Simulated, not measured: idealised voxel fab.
process module | voxel double patterning
cross-section cut | 280 nm wide | cells 5 nm
A cross-section is a grid of square cells, given in bands from the top down. A band is one or more rows of cells.
Each band's line starts with the height of the band's top and of its bottom, in nm. Then come its materials from left to right, each with its width in nm. One material with "throughout" fills the band from edge to edge. "air" is empty space.
Height 0 is the level under which the wafer as received is all one material. The lowest band goes on downwards, as in "0 down".
A width such as "30 to 40" changes by the same amount from each row of cells to the next, from the band's top row to its bottom row.
"no change" after a step means that no cell of the cross-section changed.
closed voids: empty space of 8 cells or more with no open way to the top, each as width x height at its distance from the left edge, in nm
after a step's settings: what the simulator itself notes on the step
overlay nm, on a step with a mask: how far to the right of its planned place the mask lay; to the left if negative
plan
1 op RECEIVE | material Si
2 op CONFORMAL_DEP | material SiO2 | thk nm 5
3 op DIRECTIONAL_DEP | material TiN | thk nm 20
4 op DIRECTIONAL_DEP | material SiCN | thk nm 5
5 op PATTERN | tone open | mask id FIRST | material resist | width nm 15 | pitch nm 50 | thk nm 15 | overlay nm 0
6 op DIRECTIONAL_ETCH | etch materials SiCN | depth nm 5
7 op STRIP | etch materials resist
8 op PATTERN | tone open | mask id SECOND | material resist | width nm 15 | thk nm 15 | overlay nm 0
9 op DIRECTIONAL_ETCH | etch materials SiCN | depth nm 5
10 op STRIP | etch materials resist
11 op DIRECTIONAL_ETCH | etch materials TiN | depth nm 20
12 op STRIP | etch materials SiCN
first wafer, as planned
as received, after step 1
  0 down: Si throughout
  closed voids: none
after step 2
  5 to 0: SiO2 throughout
  below 0: unchanged
after step 3
  25 to 5: TiN throughout
  below 5: unchanged
after step 4
  30 to 25: SiCN throughout
  below 25: unchanged
after step 5
  45 to 30: resist 105 | air 15 | resist 35 | air 15 | resist 110
  below 30: unchanged
after step 6
  45 to 30: resist 105 | air 15 | resist 35 | air 15 | resist 110
  30 to 25: SiCN 105 | air 15 | SiCN 35 | air 15 | SiCN 110
  below 25: unchanged
after step 7
  30 to 25: SiCN 105 | air 15 | SiCN 35 | air 15 | SiCN 110
  below 25: unchanged
after step 8
  45 to 30: resist 130 | air 15 | resist 135
  30 to 25: SiCN 105 | resist 15 | SiCN 35 | resist 15 | SiCN 110
  below 25: unchanged
after step 9
  45 to 30: resist 130 | air 15 | resist 135
  30 to 25: SiCN 105 | resist 15 | SiCN 10 | air 15 | SiCN 10 | resist 15 | SiCN 110
  below 25: unchanged
after step 10
  30 to 25: SiCN 105 | air 15 | SiCN 10 | air 15 | SiCN 10 | air 15 | SiCN 110
  below 25: unchanged
after step 11
  30 to 25: SiCN 105 | air 15 | SiCN 10 | air 15 | SiCN 10 | air 15 | SiCN 110
  25 to 5: TiN 105 | air 15 | TiN 10 | air 15 | TiN 10 | air 15 | TiN 110
  below 5: unchanged
after step 12
  25 to 5: TiN 105 | air 15 | TiN 10 | air 15 | TiN 10 | air 15 | TiN 110
  below 5: unchanged
second wafer: like start, like plan, one mistake. Through step 2 it matches the first wafer
when step 3 should have ended
  45 to 5: TiN throughout
  below 5: unchanged
when step 4 should have ended
  50 to 45: SiCN throughout
  below 45: unchanged
when step 5 should have ended
  65 to 50: resist 105 | air 15 | resist 35 | air 15 | resist 110
  below 50: unchanged
when step 6 should have ended
  65 to 50: resist 105 | air 15 | resist 35 | air 15 | resist 110
  50 to 45: SiCN 105 | air 15 | SiCN 35 | air 15 | SiCN 110
  below 45: unchanged
when step 7 should have ended
  50 to 45: SiCN 105 | air 15 | SiCN 35 | air 15 | SiCN 110
  below 45: unchanged
when step 8 should have ended
  65 to 50: resist 130 | air 15 | resist 135
  50 to 45: SiCN 105 | resist 15 | SiCN 35 | resist 15 | SiCN 110
  below 45: unchanged
when step 9 should have ended
  65 to 50: resist 130 | air 15 | resist 135
  50 to 45: SiCN 105 | resist 15 | SiCN 10 | air 15 | SiCN 10 | resist 15 | SiCN 110
  below 45: unchanged
when step 10 should have ended
  50 to 45: SiCN 105 | air 15 | SiCN 10 | air 15 | SiCN 10 | air 15 | SiCN 110
  below 45: unchanged
when step 11 should have ended
  50 to 45: SiCN 105 | air 15 | SiCN 10 | air 15 | SiCN 10 | air 15 | SiCN 110
  45 to 25: TiN 105 | air 15 | TiN 10 | air 15 | TiN 10 | air 15 | TiN 110
  below 25: unchanged
when step 12 should have ended
  45 to 25: TiN 105 | air 15 | TiN 10 | air 15 | TiN 10 | air 15 | TiN 110
  below 25: unchanged
what went wrong: step 3 was run twice
at the end the second wafer has, in cells: 224 more of TiN
